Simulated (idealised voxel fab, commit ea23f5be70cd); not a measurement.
Documented hereafter: the process module known as voxel gate over fins.
Square cells of 5 nm make up the cross-section cut, whose width is 240 nm.
Cross-sections here: square-cell grids, written as top-down lists of bands, a band being one or more rows of cells.
Basically the band line says how high the top is and how high the bottom is, in nm, and then what's in it from left to right, every material with its width in nm. Empty space shows up as "air", and if a single material carries "throughout" it runs the full band edge to edge.
Height reference: 0 = level under which incoming wafer is all one material. Lowest band: no bottom, runs on downward, e.g. "0..down".
The notation "30->40" denotes a width that varies across the rows of cells in the band, beginning at the first number in the top row, finishing at the second number in the bottom row, and changing by an identical amount from each row to the next.
The cross-section has no changed cell in any step marked "no modifications".
So "Trapped voids" is basically the list of trapped voids: any empty space of 8 cells or more that can't reach the top through an opening. They're written width x height at distance, the distance being from the left edge, and it's all nm.
Note: text after step settings on the step line = simulator remark on that step.
overlay nm: how far to the right of its planned place the mask lay on this masked step (negative: to the left).
THE FOLLOWING LIST GIVES THE PLANNED PROCESS STEPS
- 1: RECEIVE,material Si
- 2: CONFORMAL_DEP,material SiN,thk nm 5
- 3: MASKED_ETCH,tone cover,mask id FINS,width nm 15,pitch nm 40,etch materials SiN,depth nm 5,overlay nm 0
- 4: MASKED_ETCH,tone cover,mask id FINS,width nm 15,pitch nm 40,etch materials Si,depth nm 40,overlay nm 0
- 5: OXIDIZE,depth nm 5
- 6: FILL_DEP,material SiO2,thk nm 15
- 7: CMP,height nm 5
- 8: SELECTIVE_ETCH,etch materials SiO2,depth nm 15
- 9: STRIP,etch materials SiN
- 10: CONFORMAL_DEP,material HfO2,thk nm 5
- 11: CONFORMAL_DEP,material TiN,thk nm 5
- 12: FILL_DEP,material W,thk nm 10
- 13: CMP,height nm 15
- 14: CONFORMAL_DEP,material SiCN,thk nm 5
RECEIVED-STATE CROSS-SECTION, REFLECTING COMPLETION OF STEP 1
  0..down: Si throughout
  Trapped voids: none
CROSS-SECTION AT MODULE END, ONE RUN ERROR; START AND PLAN UNCHANGED FROM ABOVE
  20..15: SiCN throughout
  15..10: W throughout
  10..5: W 40 nm | TiN 35 nm | W 5 nm | TiN 35 nm | W 5 nm | TiN 35 nm | W 5 nm | TiN 35 nm | W 45 nm
  5..0: W 40 nm | TiN 5 nm | HfO2 25 nm | TiN 5 nm | W 5 nm | TiN 5 nm | HfO2 25 nm | TiN 5 nm | W 5 nm | TiN 5 nm | HfO2 25 nm | TiN 5 nm | W 5 nm | TiN 5 nm | HfO2 25 nm | TiN 5 nm | W 45 nm
  0..-30: W 40 nm | TiN 5 nm | HfO2 5 nm | SiO2 5 nm | Si 5 nm | SiO2 5 nm | HfO2 5 nm | TiN 5 nm | W 5 nm | TiN 5 nm | HfO2 5 nm | SiO2 5 nm | Si 5 nm | SiO2 5 nm | HfO2 5 nm | TiN 5 nm | W 5 nm | TiN 5 nm | HfO2 5 nm | SiO2 5 nm | Si 5 nm | SiO2 5 nm | HfO2 5 nm | TiN 5 nm | W 5 nm | TiN 5 nm | HfO2 5 nm | SiO2 5 nm | Si 5 nm | SiO2 5 nm | HfO2 5 nm | TiN 5 nm | W 45 nm
  -30..-35: TiN 45 nm | HfO2 5 nm | SiO2 5 nm | Si 5 nm | SiO2 5 nm | HfO2 5 nm | TiN 15 nm | HfO2 5 nm | SiO2 5 nm | Si 5 nm | SiO2 5 nm | HfO2 5 nm | TiN 15 nm | HfO2 5 nm | SiO2 5 nm | Si 5 nm | SiO2 5 nm | HfO2 5 nm | TiN 15 nm | HfO2 5 nm | SiO2 5 nm | Si 5 nm | SiO2 5 nm | HfO2 5 nm | TiN 50 nm
  -35..-40: HfO2 50 nm | SiO2 5 nm | Si 5 nm | SiO2 5 nm | HfO2 25 nm | SiO2 5 nm | Si 5 nm | SiO2 5 nm | HfO2 25 nm | SiO2 5 nm | Si 5 nm | SiO2 5 nm | HfO2 25 nm | SiO2 5 nm | Si 5 nm | SiO2 5 nm | HfO2 55 nm
  -40..-45: SiO2 55 nm | Si 5 nm | SiO2 35 nm | Si 5 nm | SiO2 35 nm | Si 5 nm | SiO2 35 nm | Si 5 nm | SiO2 60 nm
  -45..down: Si throughout
  Trapped voids: none
Short version of what went wrong: step 6 did not happen as planned, as run it was FILL_DEP,material SiN,thk nm 15
